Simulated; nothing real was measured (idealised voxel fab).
Presented below is a process module, voxel trench capacitor.
210 nm wide, 5 nm square cells: that's cross-section cut.
Cross-section, as written here: a square-cell grid given band by band from the top down, where a band holds one or more rows of cells.
For a band, the entry starts with two heights in nm, that of the top and then that of the bottom, and carries on with the band's materials in order from left to right, each alongside its width in nm; the word "all across" beside a single material means it fills the band edge to edge, and "air" means empty space.
Convention: height 0 is the level below which the wafer, as received, is all one material. The lowest band does not terminate at the bottom but continues downward, represented as "0 -> down".
Width: "30->40" (first number = top row, second number = bottom row, same change from row to row of cells).
A step reported as "nothing got changed" is a step in which no cell of the cross-section changed.
The label "Closed empty spaces" introduces a list of the empty spaces, 8 cells or larger, that have no open way up to the top; each entry in it reads width x height at distance, where the distance is taken from the left edge and all three are stated in nm.
Past the settings on a step's line: simulator remark, on that step.
Among the settings permitted on a step's line is "overlay nm"; applied to a step with a mask, it specifies the extent to which the mask lay to the right of its planned position, whereas a negative figure signifies a position to the left.

The following list gives the planned process steps:
1 op RECEIVE | material Si
2 op CONFORMAL_DEP | material SiN | thk nm 10
3 op PATTERN | tone open | mask id TRENCH | material resist | width nm 20 | pitch nm 35 | thk nm 15 | overlay nm 0
4 op DIRECTIONAL_ETCH | etch materials SiN | depth nm 10
5 op DIRECTIONAL_ETCH | etch materials Si | depth nm 25
6 op STRIP | etch materials resist
7 op CONFORMAL_DEP | material SiO2 | thk nm 5
8 op FILL_DEP | material polySi | thk nm 5
9 op CMP | height nm 10

Step 1 complete: cross-section of the wafer as received:
  0 -> down: Si all across
  Closed empty spaces: none

First of two wafers, end-of-module section, run followed plan:
  10 -> 0: 40 SiN, 5 SiO2, 10 polySi, 5 SiO2, 15 SiN, 5 SiO2, 10 polySi, 5 SiO2, 15 SiN, 5 SiO2, 10 polySi, 5 SiO2, 15 SiN, 5 SiO2, 10 polySi, 5 SiO2, 45 SiN
  0 -> -20: 40 Si, 5 SiO2, 10 polySi, 5 SiO2, 15 Si, 5 SiO2, 10 polySi, 5 SiO2, 15 Si, 5 SiO2, 10 polySi, 5 SiO2, 15 Si, 5 SiO2, 10 polySi, 5 SiO2, 45 Si
  -20 -> -25: 40 Si, 20 SiO2, 15 Si, 20 SiO2, 15 Si, 20 SiO2, 15 Si, 20 SiO2, 45 Si
  -25 -> down: Si all across
  Closed empty spaces: none

Cross-sectional view of the second of two wafers upon completion of the module. This wafer shared its starting condition and process plan with the first; one error was made during its execution:
  10 -> 0: 40 polySi, 5 SiO2, 10 polySi, 5 SiO2, 15 polySi, 5 SiO2, 10 polySi, 5 SiO2, 15 polySi, 5 SiO2, 10 polySi, 5 SiO2, 15 polySi, 5 SiO2, 10 polySi, 5 SiO2, 45 polySi
  0 -> -10: 40 Si, 5 SiO2, 10 polySi, 5 SiO2, 15 Si, 5 SiO2, 10 polySi, 5 SiO2, 15 Si, 5 SiO2, 10 polySi, 5 SiO2, 15 Si, 5 SiO2, 10 polySi, 5 SiO2, 45 Si
  -10 -> -15: 40 Si, 20 SiO2, 15 Si, 20 SiO2, 15 Si, 20 SiO2, 15 Si, 20 SiO2, 45 Si
  -15 -> down: Si all across
  Closed empty spaces: none
Processing error: it should be noted that step 2 was executed with settings other than those planned, the operation and settings actually applied being op CONFORMAL_DEP | material polySi | thk nm 10
Wrapping up, a cell-based count of both wafers puts the second over or under the first for these materials: Si: 32 more; SiN: 52 fewer; SiO2: 16 fewer; polySi: 36 more
